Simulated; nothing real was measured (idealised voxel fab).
process module | voxel self aligned contacts
cross-section cut | 175 nm wide | cells 5 nm
A cross-section is a grid of square cells, given in bands from the top down. A band is one or more rows of cells.
Each band's line starts with the height of the band's top and of its bottom, in nm. Then come its materials from left to right, each with its width in nm. One material with "throughout" fills the band from edge to edge. "air" is empty space.
Height 0 is the level under which the wafer as received is all one material. The lowest band goes on downwards, as in "0 down".
A width such as "30 to 40" changes by the same amount from each row of cells to the next, from the band's top row to its bottom row.
"no change" after a step means that no cell of the cross-section changed.
closed voids: empty space of 8 cells or more with no open way to the top, each as width x height at its distance from the left edge, in nm
after a step's settings: what the simulator itself notes on the step
overlay nm, on a step with a mask: how far to the right of its planned place the mask lay; to the left if negative
plan
1 op RECEIVE | material Si
2 op CONFORMAL_DEP | material SiO2 | thk nm 5
3 op DIRECTIONAL_DEP | material polySi | thk nm 20
4 op DIRECTIONAL_DEP | material SiN | thk nm 15
5 op MASKED_ETCH | tone cover | mask id GATE | width nm 25 | pitch nm 60 | etch materials SiN | depth nm 15 | overlay nm 0
6 op MASKED_ETCH | tone cover | mask id GATE | width nm 25 | pitch nm 60 | etch materials polySi | depth nm 20 | overlay nm 0
7 op CONFORMAL_DEP | material SiN | thk nm 5
8 op DIRECTIONAL_ETCH | etch materials SiN | depth nm 5
9 op FILL_DEP | material SiO2 | thk nm 10
10 op CMP | height nm 45
11 op PATTERN | tone open | mask id CONTACT | material resist | width nm 45 | pitch nm 60 | thk nm 20 | overlay nm 0
12 op DIRECTIONAL_ETCH | etch materials SiO2 | depth nm 45
13 op STRIP | etch materials resist
14 op CONFORMAL_DEP | material TiN | thk nm 5
15 op FILL_DEP | material Ru | thk nm 5
16 op CMP | height nm 45
17 op CONFORMAL_DEP | material SiCN | thk nm 5
first wafer, as planned
as received, after step 1
  0 down: Si throughout
  closed voids: none
after step 2
  5 to 0: SiO2 throughout
  below 0: unchanged
after step 3
  25 to 5: polySi throughout
  below 5: unchanged
after step 4
  40 to 25: SiN throughout
  below 25: unchanged
after step 5
  40 to 25: air 15 | SiN 25 | air 35 | SiN 25 | air 35 | SiN 25 | air 15
  below 25: unchanged
after step 6
  40 to 25: air 15 | SiN 25 | air 35 | SiN 25 | air 35 | SiN 25 | air 15
  25 to 5: air 15 | polySi 25 | air 35 | polySi 25 | air 35 | polySi 25 | air 15
  below 5: unchanged
after step 7
  45 to 25: air 10 | SiN 35 | air 25 | SiN 35 | air 25 | SiN 35 | air 10
  25 to 10: air 10 | SiN 5 | polySi 25 | SiN 5 | air 25 | SiN 5 | polySi 25 | SiN 5 | air 25 | SiN 5 | polySi 25 | SiN 5 | air 10
  10 to 5: SiN 15 | polySi 25 | SiN 35 | polySi 25 | SiN 35 | polySi 25 | SiN 15
  below 5: unchanged
after step 8
  40 to 25: air 10 | SiN 35 | air 25 | SiN 35 | air 25 | SiN 35 | air 10
  25 to 5: air 10 | SiN 5 | polySi 25 | SiN 5 | air 25 | SiN 5 | polySi 25 | SiN 5 | air 25 | SiN 5 | polySi 25 | SiN 5 | air 10
  below 5: unchanged
after step 9
  50 to 40: SiO2 throughout
  40 to 25: SiO2 10 | SiN 35 | SiO2 25 | SiN 35 | SiO2 25 | SiN 35 | SiO2 10
  25 to 5: SiO2 10 | SiN 5 | polySi 25 | SiN 5 | SiO2 25 | SiN 5 | polySi 25 | SiN 5 | SiO2 25 | SiN 5 | polySi 25 | SiN 5 | SiO2 10
  below 5: unchanged
after step 10
  45 to 40: SiO2 throughout
  below 40: unchanged
after step 11
  65 to 45: resist 35 | air 45 | resist 15 | air 45 | resist 35
  below 45: unchanged
after step 12
  65 to 45: resist 35 | air 45 | resist 15 | air 45 | resist 35
  45 to 40: SiO2 35 | air 45 | SiO2 15 | air 45 | SiO2 35
  40 to 25: SiO2 10 | SiN 35 | air 25 | SiN 35 | air 25 | SiN 35 | SiO2 10
  25 to 5: SiO2 10 | SiN 5 | polySi 25 | SiN 5 | air 25 | SiN 5 | polySi 25 | SiN 5 | air 25 | SiN 5 | polySi 25 | SiN 5 | SiO2 10
  5 to 0: SiO2 45 | air 25 | SiO2 35 | air 25 | SiO2 45
  below 0: unchanged
after step 13
  45 to 40: SiO2 35 | air 45 | SiO2 15 | air 45 | SiO2 35
  below 40: unchanged
after step 14
  50 to 45: TiN 40 | air 35 | TiN 25 | air 35 | TiN 40
  45 to 40: SiO2 35 | TiN 15 | air 15 | TiN 15 | SiO2 15 | TiN 15 | air 15 | TiN 15 | SiO2 35
  40 to 25: SiO2 10 | SiN 35 | TiN 5 | air 15 | TiN 5 | SiN 35 | TiN 5 | air 15 | TiN 5 | SiN 35 | SiO2 10
  25 to 5: SiO2 10 | SiN 5 | polySi 25 | SiN 5 | TiN 5 | air 15 | TiN 5 | SiN 5 | polySi 25 | SiN 5 | TiN 5 | air 15 | TiN 5 | SiN 5 | polySi 25 | SiN 5 | SiO2 10
  5 to 0: SiO2 45 | TiN 25 | SiO2 35 | TiN 25 | SiO2 45
  below 0: unchanged
after step 15
  55 to 50: Ru throughout
  50 to 45: TiN 40 | Ru 35 | TiN 25 | Ru 35 | TiN 40
  45 to 40: SiO2 35 | TiN 15 | Ru 15 | TiN 15 | SiO2 15 | TiN 15 | Ru 15 | TiN 15 | SiO2 35
  40 to 25: SiO2 10 | SiN 35 | TiN 5 | Ru 15 | TiN 5 | SiN 35 | TiN 5 | Ru 15 | TiN 5 | SiN 35 | SiO2 10
  25 to 5: SiO2 10 | SiN 5 | polySi 25 | SiN 5 | TiN 5 | Ru 15 | TiN 5 | SiN 5 | polySi 25 | SiN 5 | TiN 5 | Ru 15 | TiN 5 | SiN 5 | polySi 25 | SiN 5 | SiO2 10
  below 5: unchanged
after step 16
  45 to 40: SiO2 35 | TiN 15 | Ru 15 | TiN 15 | SiO2 15 | TiN 15 | Ru 15 | TiN 15 | SiO2 35
  below 40: unchanged
after step 17
  50 to 45: SiCN throughout
  below 45: unchanged
second wafer: like start, like plan, one mistake. Through step 1 it matches the first wafer
when step 2 should have ended
  5 to 0: polySi throughout
  below 0: unchanged
when step 3 should have ended
  25 to 0: polySi throughout
  below 0: unchanged
when step 4 should have ended
  40 to 25: SiN throughout
  below 25: unchanged
when step 5 should have ended
  40 to 25: air 15 | SiN 25 | air 35 | SiN 25 | air 35 | SiN 25 | air 15
  below 25: unchanged
when step 6 should have ended
  40 to 25: air 15 | SiN 25 | air 35 | SiN 25 | air 35 | SiN 25 | air 15
  25 to 5: air 15 | polySi 25 | air 35 | polySi 25 | air 35 | polySi 25 | air 15
  below 5: unchanged
when step 7 should have ended
  45 to 25: air 10 | SiN 35 | air 25 | SiN 35 | air 25 | SiN 35 | air 10
  25 to 10: air 10 | SiN 5 | polySi 25 | SiN 5 | air 25 | SiN 5 | polySi 25 | SiN 5 | air 25 | SiN 5 | polySi 25 | SiN 5 | air 10
  10 to 5: SiN 15 | polySi 25 | SiN 35 | polySi 25 | SiN 35 | polySi 25 | SiN 15
  below 5: unchanged
when step 8 should have ended
  40 to 25: air 10 | SiN 35 | air 25 | SiN 35 | air 25 | SiN 35 | air 10
  25 to 5: air 10 | SiN 5 | polySi 25 | SiN 5 | air 25 | SiN 5 | polySi 25 | SiN 5 | air 25 | SiN 5 | polySi 25 | SiN 5 | air 10
  below 5: unchanged
when step 9 should have ended
  50 to 40: SiO2 throughout
  40 to 25: SiO2 10 | SiN 35 | SiO2 25 | SiN 35 | SiO2 25 | SiN 35 | SiO2 10
  25 to 5: SiO2 10 | SiN 5 | polySi 25 | SiN 5 | SiO2 25 | SiN 5 | polySi 25 | SiN 5 | SiO2 25 | SiN 5 | polySi 25 | SiN 5 | SiO2 10
  below 5: unchanged
when step 10 should have ended
  45 to 40: SiO2 throughout
  below 40: unchanged
when step 11 should have ended
  65 to 45: resist 35 | air 45 | resist 15 | air 45 | resist 35
  below 45: unchanged
when step 12 should have ended
  65 to 45: resist 35 | air 45 | resist 15 | air 45 | resist 35
  45 to 40: SiO2 35 | air 45 | SiO2 15 | air 45 | SiO2 35
  40 to 25: SiO2 10 | SiN 35 | air 25 | SiN 35 | air 25 | SiN 35 | SiO2 10
  25 to 5: SiO2 10 | SiN 5 | polySi 25 | SiN 5 | air 25 | SiN 5 | polySi 25 | SiN 5 | air 25 | SiN 5 | polySi 25 | SiN 5 | SiO2 10
  below 5: unchanged
when step 13 should have ended
  45 to 40: SiO2 35 | air 45 | SiO2 15 | air 45 | SiO2 35
  below 40: unchanged
when step 14 should have ended
  50 to 45: TiN 40 | air 35 | TiN 25 | air 35 | TiN 40
  45 to 40: SiO2 35 | TiN 15 | air 15 | TiN 15 | SiO2 15 | TiN 15 | air 15 | TiN 15 | SiO2 35
  40 to 25: SiO2 10 | SiN 35 | TiN 5 | air 15 | TiN 5 | SiN 35 | TiN 5 | air 15 | TiN 5 | SiN 35 | SiO2 10
  25 to 10: SiO2 10 | SiN 5 | polySi 25 | SiN 5 | TiN 5 | air 15 | TiN 5 | SiN 5 | polySi 25 | SiN 5 | TiN 5 | air 15 | TiN 5 | SiN 5 | polySi 25 | SiN 5 | SiO2 10
  10 to 5: SiO2 10 | SiN 5 | polySi 25 | SiN 5 | TiN 25 | SiN 5 | polySi 25 | SiN 5 | TiN 25 | SiN 5 | polySi 25 | SiN 5 | SiO2 10
  below 5: unchanged
when step 15 should have ended
  55 to 50: Ru throughout
  50 to 45: TiN 40 | Ru 35 | TiN 25 | Ru 35 | TiN 40
  45 to 40: SiO2 35 | TiN 15 | Ru 15 | TiN 15 | SiO2 15 | TiN 15 | Ru 15 | TiN 15 | SiO2 35
  40 to 25: SiO2 10 | SiN 35 | TiN 5 | Ru 15 | TiN 5 | SiN 35 | TiN 5 | Ru 15 | TiN 5 | SiN 35 | SiO2 10
  25 to 10: SiO2 10 | SiN 5 | polySi 25 | SiN 5 | TiN 5 | Ru 15 | TiN 5 | SiN 5 | polySi 25 | SiN 5 | TiN 5 | Ru 15 | TiN 5 | SiN 5 | polySi 25 | SiN 5 | SiO2 10
  below 10: unchanged
when step 16 should have ended
  45 to 40: SiO2 35 | TiN 15 | Ru 15 | TiN 15 | SiO2 15 | TiN 15 | Ru 15 | TiN 15 | SiO2 35
  below 40: unchanged
when step 17 should have ended
  50 to 45: SiCN throughout
  below 45: unchanged
what went wrong: step 2 ran as: op CONFORMAL_DEP | material polySi | thk nm 5
at the end the second wafer has, in cells: 6 fewer of Ru | 25 fewer of SiO2 | 4 fewer of TiN | 35 more of polySi
